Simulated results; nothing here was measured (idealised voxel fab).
Process module under the name voxel double patterning
We display cut, a cross-section 250 nm in width whose square cells are each 5 nm.
Cross-sections here: square-cell grids, written as top-down lists of bands, a band being one or more rows of cells. The band entry comprises the height of the band's top followed by the height of its bottom, expressed in nm, and subsequently the band's materials from left to right, each stated together with its width in nm. Where a single material is marked with the word "full width", that material fills the band from edge to edge. The word "air" represents empty space. The reference from which all heights are counted is 0, the level beneath which the as-received wafer is entirely one material; the lowest band, having no lower bound, proceeds downward and is written after the example "0..down". The notation "30->40" denotes a width that varies across the rows of cells in the band, beginning at the first number in the top row, finishing at the second number in the bottom row, and changing by an identical amount from each row to the next. Any step labelled "left unchanged" changed none of the cells in the cross-section. Empty spaces counting at least 8 cells and having no open way to the top are listed in "Closed internal cavities". The notation width x height at distance is used for each, the distance being from the left edge and all three values in nm. Heads up: the bit after the settings on a step's line is the simulator's remark on that step. What "overlay nm" on a step's line means: if the step has a mask, that mask lay this far to the right of its planned place, or, when the value is negative, to the left.

STEPS IN THE PROCESS PLAN
- 1: op RECEIVE | material Si
- 2: op CONFORMAL_DEP | material SiO2 | thk nm 5
- 3: op DIRECTIONAL_DEP | material polySi | thk nm 10
- 4: op DIRECTIONAL_DEP | material SiCN | thk nm 10
- 5: op DIRECTIONAL_DEP | material aC | thk nm 10
- 6: op PATTERN | tone open | mask id FIRST | material resist | width nm 15 | pitch nm 50 | thk nm 25 | overlay nm 0
- 7: op DIRECTIONAL_ETCH | etch materials aC | depth nm 10
- 8: op STRIP | etch materials resist
- 9: op DIRECTIONAL_ETCH | etch materials SiCN | depth nm 10
- 10: op STRIP | etch materials aC
- 11: op PATTERN | tone open | mask id SECOND | material resist | width nm 15 | pitch nm 50 | thk nm 20 | overlay nm 0
- 12: op DIRECTIONAL_ETCH | etch materials SiCN | depth nm 10
- 13: op STRIP | etch materials resist
- 14: op DIRECTIONAL_ETCH | etch materials polySi | depth nm 10
- 15: op STRIP | etch materials SiCN

WAFER, FIRST OF TWO, RUN AS PLANNED

HERE'S WHAT THE WAFER LOOKED LIKE IN CROSS-SECTION WHEN IT ARRIVED - THAT'S AFTER STEP 1
- 0..down: Si full width
- Closed internal cavities: none

CROSS-SECTION OF THE WAFER AFTER STEP 2
- 5..0: SiO2 full width
- Everything under 0 stays put, no change at all.

CROSS-SECTION OF THE WAFER AFTER STEP 3
- 15..5: polySi full width
- Everything under 5 stays put, no change at all.

CROSS-SECTION OF THE WAFER AFTER STEP 4
- 25..15: SiCN full width
- Everything under 15 stays put, no change at all.

CROSS-SECTION OF THE WAFER AFTER STEP 5
- 35..25: aC full width
- Everything under 25 stays put, no change at all.

CROSS-SECTION OF THE WAFER AFTER STEP 6
- 60..35: resist: 65; air: 15; resist: 35; air: 15; resist: 35; air: 15; resist: 70
- Everything under 35 stays put, no change at all.

CROSS-SECTION OF THE WAFER AFTER STEP 7
- 50..35: resist: 65; air: 15; resist: 35; air: 15; resist: 35; air: 15; resist: 70
- 35..25: aC: 65; air: 15; aC: 35; air: 15; aC: 35; air: 15; aC: 70
- Everything under 25 stays put, no change at all.

CROSS-SECTION OF THE WAFER AFTER STEP 8
- 35..25: aC: 65; air: 15; aC: 35; air: 15; aC: 35; air: 15; aC: 70
- Everything under 25 stays put, no change at all.

CROSS-SECTION OF THE WAFER AFTER STEP 9
- 35..25: aC: 65; air: 15; aC: 35; air: 15; aC: 35; air: 15; aC: 70
- 25..15: SiCN: 65; air: 15; SiCN: 35; air: 15; SiCN: 35; air: 15; SiCN: 70
- Everything under 15 stays put, no change at all.

CROSS-SECTION OF THE WAFER AFTER STEP 10
- 25..15: SiCN: 65; air: 15; SiCN: 35; air: 15; SiCN: 35; air: 15; SiCN: 70
- Everything under 15 stays put, no change at all.

CROSS-SECTION OF THE WAFER AFTER STEP 11
- 45..25: resist: 90; air: 15; resist: 35; air: 15; resist: 95
- 25..15: SiCN: 65; resist: 15; SiCN: 35; resist: 15; SiCN: 35; resist: 15; SiCN: 70
- Everything under 15 stays put, no change at all.

CROSS-SECTION OF THE WAFER AFTER STEP 12
- 45..25: resist: 90; air: 15; resist: 35; air: 15; resist: 95
- 25..15: SiCN: 65; resist: 15; SiCN: 10; air: 15; SiCN: 10; resist: 15; SiCN: 10; air: 15; SiCN: 10; resist: 15; SiCN: 70
- Everything under 15 stays put, no change at all.

CROSS-SECTION OF THE WAFER AFTER STEP 13
- 25..15: SiCN: 65; air: 15; SiCN: 10; air: 15; SiCN: 10; air: 15; SiCN: 10; air: 15; SiCN: 10; air: 15; SiCN: 70
- Everything under 15 stays put, no change at all.

CROSS-SECTION OF THE WAFER AFTER STEP 14
- 25..15: SiCN: 65; air: 15; SiCN: 10; air: 15; SiCN: 10; air: 15; SiCN: 10; air: 15; SiCN: 10; air: 15; SiCN: 70
- 15..5: polySi: 65; air: 15; polySi: 10; air: 15; polySi: 10; air: 15; polySi: 10; air: 15; polySi: 10; air: 15; polySi: 70
- Everything under 5 stays put, no change at all.

CROSS-SECTION OF THE WAFER AFTER STEP 15
- 15..5: polySi: 65; air: 15; polySi: 10; air: 15; polySi: 10; air: 15; polySi: 10; air: 15; polySi: 10; air: 15; polySi: 70
- Everything under 5 stays put, no change at all.

SECOND WAFER: LIKE START, LIKE PLAN, ONE MISTAKE. THROUGH STEP 1 IT MATCHES THE FIRST WAFER

CROSS-SECTION OF THE SECOND WAFER AT THE TIME STEP 2 OF THE PLAN SHOULD HAVE ENDED
- 5..0: aC full width
- Everything under 0 stays put, no change at all.

CROSS-SECTION OF THE SECOND WAFER AT THE TIME STEP 3 OF THE PLAN SHOULD HAVE ENDED
- 15..5: polySi full width
- Everything under 5 stays put, no change at all.

CROSS-SECTION OF THE SECOND WAFER AT THE TIME STEP 4 OF THE PLAN SHOULD HAVE ENDED
- 25..15: SiCN full width
- Everything under 15 stays put, no change at all.

CROSS-SECTION OF THE SECOND WAFER AT THE TIME STEP 5 OF THE PLAN SHOULD HAVE ENDED
- 35..25: aC full width
- Everything under 25 stays put, no change at all.

CROSS-SECTION OF THE SECOND WAFER AT THE TIME STEP 6 OF THE PLAN SHOULD HAVE ENDED
- 60..35: resist: 65; air: 15; resist: 35; air: 15; resist: 35; air: 15; resist: 70
- Everything under 35 stays put, no change at all.

CROSS-SECTION OF THE SECOND WAFER AT THE TIME STEP 7 OF THE PLAN SHOULD HAVE ENDED
- 50..35: resist: 65; air: 15; resist: 35; air: 15; resist: 35; air: 15; resist: 70
- 35..25: aC: 65; air: 15; aC: 35; air: 15; aC: 35; air: 15; aC: 70
- Everything under 25 stays put, no change at all.

CROSS-SECTION OF THE SECOND WAFER AT THE TIME STEP 8 OF THE PLAN SHOULD HAVE ENDED
- 35..25: aC: 65; air: 15; aC: 35; air: 15; aC: 35; air: 15; aC: 70
- Everything under 25 stays put, no change at all.

CROSS-SECTION OF THE SECOND WAFER AT THE TIME STEP 9 OF THE PLAN SHOULD HAVE ENDED
- 35..25: aC: 65; air: 15; aC: 35; air: 15; aC: 35; air: 15; aC: 70
- 25..15: SiCN: 65; air: 15; SiCN: 35; air: 15; SiCN: 35; air: 15; SiCN: 70
- Everything under 15 stays put, no change at all.

CROSS-SECTION OF THE SECOND WAFER AT THE TIME STEP 10 OF THE PLAN SHOULD HAVE ENDED
- 25..15: SiCN: 65; air: 15; SiCN: 35; air: 15; SiCN: 35; air: 15; SiCN: 70
- Everything under 15 stays put, no change at all.

CROSS-SECTION OF THE SECOND WAFER AT THE TIME STEP 11 OF THE PLAN SHOULD HAVE ENDED
- 45..25: resist: 90; air: 15; resist: 35; air: 15; resist: 95
- 25..15: SiCN: 65; resist: 15; SiCN: 35; resist: 15; SiCN: 35; resist: 15; SiCN: 70
- Everything under 15 stays put, no change at all.

CROSS-SECTION OF THE SECOND WAFER AT THE TIME STEP 12 OF THE PLAN SHOULD HAVE ENDED
- 45..25: resist: 90; air: 15; resist: 35; air: 15; resist: 95
- 25..15: SiCN: 65; resist: 15; SiCN: 10; air: 15; SiCN: 10; resist: 15; SiCN: 10; air: 15; SiCN: 10; resist: 15; SiCN: 70
- Everything under 15 stays put, no change at all.

CROSS-SECTION OF THE SECOND WAFER AT THE TIME STEP 13 OF THE PLAN SHOULD HAVE ENDED
- 25..15: SiCN: 65; air: 15; SiCN: 10; air: 15; SiCN: 10; air: 15; SiCN: 10; air: 15; SiCN: 10; air: 15; SiCN: 70
- Everything under 15 stays put, no change at all.

CROSS-SECTION OF THE SECOND WAFER AT THE TIME STEP 14 OF THE PLAN SHOULD HAVE ENDED
- 25..15: SiCN: 65; air: 15; SiCN: 10; air: 15; SiCN: 10; air: 15; SiCN: 10; air: 15; SiCN: 10; air: 15; SiCN: 70
- 15..5: polySi: 65; air: 15; polySi: 10; air: 15; polySi: 10; air: 15; polySi: 10; air: 15; polySi: 10; air: 15; polySi: 70
- Everything under 5 stays put, no change at all.

CROSS-SECTION OF THE SECOND WAFER AT THE TIME STEP 15 OF THE PLAN SHOULD HAVE ENDED
- 15..5: polySi: 65; air: 15; polySi: 10; air: 15; polySi: 10; air: 15; polySi: 10; air: 15; polySi: 10; air: 15; polySi: 70
- Everything under 5 stays put, no change at all.
Nonconformance to the process plan: note that step 2 departed from the planned setting and was carried out as op CONFORMAL_DEP | material aC | thk nm 5
Cell-count delta at end, second wafer over first, by material: SiO2: 50 fewer | aC: 50 more
